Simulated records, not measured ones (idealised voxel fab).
process module | voxel transistor to metal
cross-section cut | 165 nm wide | cells 5 nm
A cross-section is a grid of square cells, given in bands from the top down. A band is one or more rows of cells.
Each band's line starts with the height of the band's top and of its bottom, in nm. Then come its materials from left to right, each with its width in nm. One material with "throughout" fills the band from edge to edge. "air" is empty space.
Height 0 is the level under which the wafer as received is all one material. The lowest band goes on downwards, as in "0 down".
A width such as "30 to 40" changes by the same amount from each row of cells to the next, from the band's top row to its bottom row.
"no change" after a step means that no cell of the cross-section changed.
closed voids: empty space of 8 cells or more with no open way to the top, each as width x height at its distance from the left edge, in nm
after a step's settings: what the simulator itself notes on the step
overlay nm, on a step with a mask: how far to the right of its planned place the mask lay; to the left if negative
plan
1 op RECEIVE | material Si
2 op CONFORMAL_DEP | material SiO2 | thk nm 5
3 op CONFORMAL_DEP | material SiN | thk nm 10
4 op MASKED_ETCH | tone cover | mask id ACTIVE | width nm 105 | etch materials SiN | depth nm 10 | overlay nm 0
5 op MASKED_ETCH | tone cover | mask id ACTIVE | width nm 105 | etch materials SiO2 | depth nm 5 | overlay nm 0
6 op MASKED_ETCH | tone cover | mask id ACTIVE | width nm 105 | etch materials Si | depth nm 30 | overlay nm 0
7 op FILL_DEP | material SiO2 | thk nm 5
8 op CMP | height nm 15
9 op SELECTIVE_ETCH | etch materials SiO2 | depth nm 10
10 op STRIP | etch materials SiN
11 op SELECTIVE_ETCH | etch materials SiO2 | depth nm 5
12 op OXIDIZE | depth nm 5
13 op DIRECTIONAL_DEP | material polySi | thk nm 25
14 op DIRECTIONAL_DEP | material SiCN | thk nm 15
15 op PATTERN | tone cover | mask id GATE | material resist | width nm 15 | thk nm 20 | overlay nm 0
16 op DIRECTIONAL_ETCH | etch materials SiCN | depth nm 25
17 op DIRECTIONAL_ETCH | etch materials polySi | depth nm 35
18 op STRIP | etch materials resist
19 op CONFORMAL_DEP | material SiO2 | thk nm 5
20 op DIRECTIONAL_ETCH | etch materials SiO2 | depth nm 5
21 op CONFORMAL_DEP | material SiN | thk nm 5
22 op DIRECTIONAL_ETCH | etch materials SiN | depth nm 5
23 op DIRECTIONAL_ETCH | etch materials SiO2 | depth nm 5
24 op DIRECTIONAL_ETCH | etch materials Si | depth nm 10
25 op EPI | material pSi | thk nm 15
26 op FILL_DEP | material SiO2 | thk nm 5
27 op CMP | height nm 40
28 op DIRECTIONAL_DEP | material SiO2 | thk nm 10
29 op DIRECTIONAL_DEP | material aC | thk nm 10
30 op PATTERN | tone open | mask id CONTACT | material resist | width nm 30 | pitch nm 55 | thk nm 25 | overlay nm 0
31 op DIRECTIONAL_ETCH | etch materials aC | depth nm 10
32 op STRIP | etch materials resist
33 op DIRECTIONAL_ETCH | etch materials SiO2 | depth nm 50
34 op STRIP | etch materials aC
35 op CONFORMAL_DEP | material TiN | thk nm 5
36 op FILL_DEP | material W | thk nm 10
37 op CMP | height nm 50
38 op DIRECTIONAL_DEP | material TiN | thk nm 5
39 op DIRECTIONAL_DEP | material W | thk nm 20
40 op MASKED_ETCH | tone cover | mask id METAL_1 | width nm 15 | pitch nm 70 | etch materials W | depth nm 20 | overlay nm 0
41 op MASKED_ETCH | tone cover | mask id METAL_1 | width nm 15 | pitch nm 70 | etch materials TiN | depth nm 5 | overlay nm 0
42 op FILL_DEP | material lowk | thk nm 10
43 op CMP | height nm 75
44 op CONFORMAL_DEP | material SiCN | thk nm 5
45 op DIRECTIONAL_DEP | material lowk | thk nm 25
46 op MASKED_ETCH | tone open | mask id METAL_2 | width nm 15 | pitch nm 70 | etch materials lowk | depth nm 15 | overlay nm 0
47 op MASKED_ETCH | tone open | mask id METAL_2_HOLES | width nm 15 | pitch nm 70 | etch materials lowk | depth nm 10 | overlay nm 0
48 op MASKED_ETCH | tone open | mask id METAL_2_HOLES | width nm 15 | pitch nm 70 | etch materials SiCN | depth nm 5 | overlay nm 0
49 op CONFORMAL_DEP | material TiN | thk nm 5
50 op FILL_DEP | material Cu | thk nm 10
51 op CMP | height nm 105
52 op CONFORMAL_DEP | material SiCN | thk nm 5
as received, after step 1
  0 down: Si throughout
  closed voids: none
a wafer at the end: this start, this plan, one mistake
  110 to 105: SiCN throughout
  105 to 80: lowk 40 | TiN 5 | Cu 5 | TiN 5 | lowk 55 | TiN 5 | Cu 5 | TiN 5 | lowk 40
  80 to 75: SiCN 40 | TiN 15 | SiCN 55 | TiN 15 | SiCN 40
  75 to 55: lowk 40 | W 15 | lowk 55 | W 15 | lowk 40
  55 to 50: lowk 40 | TiN 15 | lowk 55 | TiN 15 | lowk 40
  50 to 40: SiO2 40 | TiN 5 | W 20 | TiN 5 | SiO2 25 | TiN 5 | W 20 | TiN 5 | SiO2 40
  40 to 25: SiO2 40 | TiN 5 | W 20 | TiN 5 | SiO2 5 | SiCN 15 | SiO2 5 | TiN 5 | W 20 | TiN 5 | SiO2 40
  25 to 15: SiO2 40 | TiN 5 | W 20 | TiN 5 | SiO2 5 | polySi 15 | SiO2 5 | TiN 5 | W 20 | TiN 5 | SiO2 40
  15 to 10: SiO2 40 | TiN 30 | SiO2 5 | polySi 15 | SiO2 5 | TiN 30 | SiO2 40
  10 to 0: SiO2 40 | TiN 10 | pSi 15 | TiN 5 | SiO2 5 | polySi 15 | SiO2 5 | TiN 5 | pSi 15 | TiN 10 | SiO2 40
  0 to -5: SiO2 25 | pSi 40 | SiO2 35 | pSi 40 | SiO2 25
  -5 to -15: SiO2 30 | pSi 35 | Si 35 | pSi 35 | SiO2 30
  -15 to -30: SiO2 30 | Si 105 | SiO2 30
  -30 down: Si throughout
  closed voids: none
what went wrong: step 34 ran as: op STRIP | etch materials SiN
